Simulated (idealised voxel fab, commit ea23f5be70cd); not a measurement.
Module name: voxel self aligned vias (process module)
cross-section cut | 155 nm wide | cells 5 nm
Cross-section, as written here: a square-cell grid given band by band from the top down, where a band holds one or more rows of cells. Within each band entry, the heights of the top and of the bottom of the band appear first, in that order and in nm; the materials of the band then follow from left to right, each with its corresponding width in nm. The designation "everywhere" on a single material indicates that it fills the band from edge to edge; the designation "blank" indicates empty space. It should be noted that heights are counted from 0, beneath which the wafer as supplied is of one material throughout, and that the lowest band possesses no lower boundary but continues downward, as written in "0 -> down". The width entry "30 to 40" should be interpreted row by row: the top row of cells in the band takes the first number, the bottom row takes the second number, and the change between adjacent rows is uniform throughout. Step note "no alterations made" = no cross-section cell changed. "Closed internal voids" specifies each empty space that is not open to the top and that occupies no fewer than 8 cells, using the form width x height at distance, the distance measured from the left edge and all three quantities in nm. The remark found on a step's line after its settings is issued by the simulator itself and pertains to that step. Regarding "overlay nm": on a step with a mask, it is the distance the mask lay to the right of its planned place; a negative value places it to the left.
# These are the steps we planned for the process
| 1 | RECEIVE (material Si) |
| 2 | CONFORMAL_DEP (material SiO2; thk nm 15) |
| 3 | CONFORMAL_DEP (material SiCN; thk nm 5) |
| 4 | DIRECTIONAL_DEP (material lowk; thk nm 30) |
| 5 | DIRECTIONAL_DEP (material aC; thk nm 15) |
| 6 | PATTERN (tone open; mask id LINES; material resist; width nm 25; pitch nm 75; thk nm 35; overlay nm 0) |
| 7 | DIRECTIONAL_ETCH (etch materials aC; depth nm 15) |
| 8 | STRIP (etch materials resist) |
| 9 | DIRECTIONAL_ETCH (etch materials lowk; depth nm 30) |
| 10 | STRIP (etch materials aC) |
| 11 | CONFORMAL_DEP (material TiN; thk nm 5) |
| 12 | FILL_DEP (material Ru; thk nm 5) |
| 13 | CMP (height nm 50) |
| 14 | SELECTIVE_ETCH (etch materials W Ru TiN; depth nm 5) |
| 15 | FILL_DEP (material SiN; thk nm 10) |
| 16 | CMP (height nm 50) |
| 17 | DIRECTIONAL_DEP (material lowk; thk nm 20) |
| 18 | DIRECTIONAL_DEP (material aC; thk nm 10) |
| 19 | PATTERN (tone open; mask id VIAS; material resist; width nm 45; pitch nm 75; thk nm 30; overlay nm 0) |
| 20 | DIRECTIONAL_ETCH (etch materials aC; depth nm 10) |
| 21 | STRIP (etch materials resist) |
| 22 | DIRECTIONAL_ETCH (etch materials lowk; depth nm 20) |
| 23 | DIRECTIONAL_ETCH (etch materials SiN; depth nm 5) |
| 24 | STRIP (etch materials aC) |
| 25 | CONFORMAL_DEP (material TiN; thk nm 5) |
| 26 | FILL_DEP (material Ru; thk nm 10) |
| 27 | CMP (height nm 70) |
| 28 | CONFORMAL_DEP (material SiCN; thk nm 5) |
# Shown in cross-section is the wafer as received, that is, as it stands after step 1
  0 -> down  Si everywhere
  Closed internal voids: none
# Post-module cross-section: identical start and plan to those above, one misstep in execution
  75 -> 70  SiCN everywhere
  70 -> 55  15 lowk, 5 TiN, 35 Ru, 5 TiN, 30 lowk, 5 TiN, 35 Ru, 5 TiN, 20 lowk
  55 -> 50  15 lowk, 10 TiN, 15 Ru, 20 TiN, 30 lowk, 10 TiN, 15 Ru, 20 TiN, 20 lowk
  50 -> 45  20 lowk, 25 TiN, 50 lowk, 25 TiN, 35 lowk
  45 -> 25  20 lowk, 5 TiN, 15 Ru, 5 TiN, 50 lowk, 5 TiN, 15 Ru, 5 TiN, 35 lowk
  25 -> 20  20 lowk, 25 TiN, 50 lowk, 25 TiN, 35 lowk
  20 -> 15  SiCN everywhere
  15 -> 0  SiO2 everywhere
  0 -> down  Si everywhere
  Closed internal voids: none
Nonconformance to the process plan: step 6 did not happen as planned, as run it was PATTERN (tone open; mask id LINES; material resist; width nm 25; pitch nm 75; thk nm 35; overlay nm -5)
